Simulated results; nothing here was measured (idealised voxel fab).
process module | voxel gate over fins
cross-section cut | 185 nm wide | cells 5 nm
A cross-section is a grid of square cells, given in bands from the top down. A band is one or more rows of cells.
Each band's line starts with the height of the band's top and of its bottom, in nm. Then come its materials from left to right, each with its width in nm. One material with "throughout" fills the band from edge to edge. "air" is empty space.
Height 0 is the level under which the wafer as received is all one material. The lowest band goes on downwards, as in "0 down".
A width such as "30 to 40" changes by the same amount from each row of cells to the next, from the band's top row to its bottom row.
"no change" after a step means that no cell of the cross-section changed.
closed voids: empty space of 8 cells or more with no open way to the top, each as width x height at its distance from the left edge, in nm
after a step's settings: what the simulator itself notes on the step
overlay nm, on a step with a mask: how far to the right of its planned place the mask lay; to the left if negative
plan
1 op RECEIVE | material Si
2 op CONFORMAL_DEP | material SiN | thk nm 10
3 op PATTERN | tone cover | mask id FINS | material resist | width nm 15 | pitch nm 45 | thk nm 20 | overlay nm 0
4 op DIRECTIONAL_ETCH | etch materials SiN | depth nm 10
5 op DIRECTIONAL_ETCH | etch materials Si | depth nm 35
6 op STRIP | etch materials resist
7 op FILL_DEP | material SiO2 | thk nm 5
8 op CMP | height nm 10
9 op SELECTIVE_ETCH | etch materials SiO2 | depth nm 20
10 op STRIP | etch materials SiN
11 op CONFORMAL_DEP | material HfO2 | thk nm 5
12 op CONFORMAL_DEP | material TiN | thk nm 5
13 op CONFORMAL_DEP | material TiAl | thk nm 5
14 op CONFORMAL_DEP | material TiN | thk nm 5
15 op FILL_DEP | material W | thk nm 15
16 op CMP | height nm 30
17 op CONFORMAL_DEP | material SiN | thk nm 5
first wafer, as planned
as received, after step 1
  0 down: Si throughout
  closed voids: none
after step 2
  10 to 0: SiN throughout
  below 0: unchanged
after step 3
  30 to 10: air 60 | resist 15 | air 30 | resist 15 | air 65
  below 10: unchanged
after step 4
  30 to 10: air 60 | resist 15 | air 30 | resist 15 | air 65
  10 to 0: air 60 | SiN 15 | air 30 | SiN 15 | air 65
  below 0: unchanged
after step 5
  30 to 10: air 60 | resist 15 | air 30 | resist 15 | air 65
  10 to 0: air 60 | SiN 15 | air 30 | SiN 15 | air 65
  0 to -35: air 60 | Si 15 | air 30 | Si 15 | air 65
  below -35: unchanged
after step 6
  10 to 0: air 60 | SiN 15 | air 30 | SiN 15 | air 65
  below 0: unchanged
after step 7
  15 to 10: SiO2 throughout
  10 to 0: SiO2 60 | SiN 15 | SiO2 30 | SiN 15 | SiO2 65
  0 to -35: SiO2 60 | Si 15 | SiO2 30 | Si 15 | SiO2 65
  below -35: unchanged
after step 8
  10 to 0: SiO2 60 | SiN 15 | SiO2 30 | SiN 15 | SiO2 65
  below 0: unchanged
after step 9
  10 to 0: air 60 | SiN 15 | air 30 | SiN 15 | air 65
  0 to -10: air 60 | Si 15 | air 30 | Si 15 | air 65
  below -10: unchanged
after step 10
  0 to -10: air 60 | Si 15 | air 30 | Si 15 | air 65
  below -10: unchanged
after step 11
  5 to 0: air 55 | HfO2 25 | air 20 | HfO2 25 | air 60
  0 to -5: air 55 | HfO2 5 | Si 15 | HfO2 5 | air 20 | HfO2 5 | Si 15 | HfO2 5 | air 60
  -5 to -10: HfO2 60 | Si 15 | HfO2 30 | Si 15 | HfO2 65
  below -10: unchanged
after step 12
  10 to 5: air 50 | TiN 35 | air 10 | TiN 35 | air 55
  5 to 0: air 50 | TiN 5 | HfO2 25 | TiN 5 | air 10 | TiN 5 | HfO2 25 | TiN 5 | air 55
  0 to -5: TiN 55 | HfO2 5 | Si 15 | HfO2 5 | TiN 20 | HfO2 5 | Si 15 | HfO2 5 | TiN 60
  below -5: unchanged
after step 13
  15 to 10: air 45 | TiAl 90 | air 50
  10 to 5: air 45 | TiAl 5 | TiN 35 | TiAl 10 | TiN 35 | TiAl 5 | air 50
  5 to 0: TiAl 50 | TiN 5 | HfO2 25 | TiN 5 | TiAl 10 | TiN 5 | HfO2 25 | TiN 5 | TiAl 55
  below 0: unchanged
after step 14
  20 to 15: air 40 | TiN 100 | air 45
  15 to 10: air 40 | TiN 5 | TiAl 90 | TiN 5 | air 45
  10 to 5: TiN 45 | TiAl 5 | TiN 35 | TiAl 10 | TiN 35 | TiAl 5 | TiN 50
  below 5: unchanged
after step 15
  35 to 20: W throughout
  20 to 15: W 40 | TiN 100 | W 45
  15 to 10: W 40 | TiN 5 | TiAl 90 | TiN 5 | W 45
  below 10: unchanged
after step 16
  30 to 20: W throughout
  below 20: unchanged
after step 17
  35 to 30: SiN throughout
  below 30: unchanged
second wafer: like start, like plan, one mistake. Through step 8 it matches the first wafer
when step 9 should have ended
  10 to 0: air 60 | SiN 15 | air 30 | SiN 15 | air 65
  below 0: unchanged
when step 10 should have ended
  0 to -35: SiO2 60 | Si 15 | SiO2 30 | Si 15 | SiO2 65
  below -35: unchanged
when step 11 should have ended
  5 to 0: HfO2 throughout
  below 0: unchanged
when step 12 should have ended
  10 to 5: TiN throughout
  below 5: unchanged
when step 13 should have ended
  15 to 10: TiAl throughout
  below 10: unchanged
when step 14 should have ended
  20 to 15: TiN throughout
  below 15: unchanged
when step 15 should have ended
  35 to 20: W throughout
  below 20: unchanged
when step 16 should have ended
  30 to 20: W throughout
  below 20: unchanged
when step 17 should have ended
  35 to 30: SiN throughout
  below 30: unchanged
what went wrong: step 9 ran as: op SELECTIVE_ETCH | etch materials SiO2 | depth nm 10
at the end the second wafer has, in cells: 8 fewer of HfO2 | 62 more of SiO2 | 8 fewer of TiAl | 12 fewer of TiN | 34 fewer of W
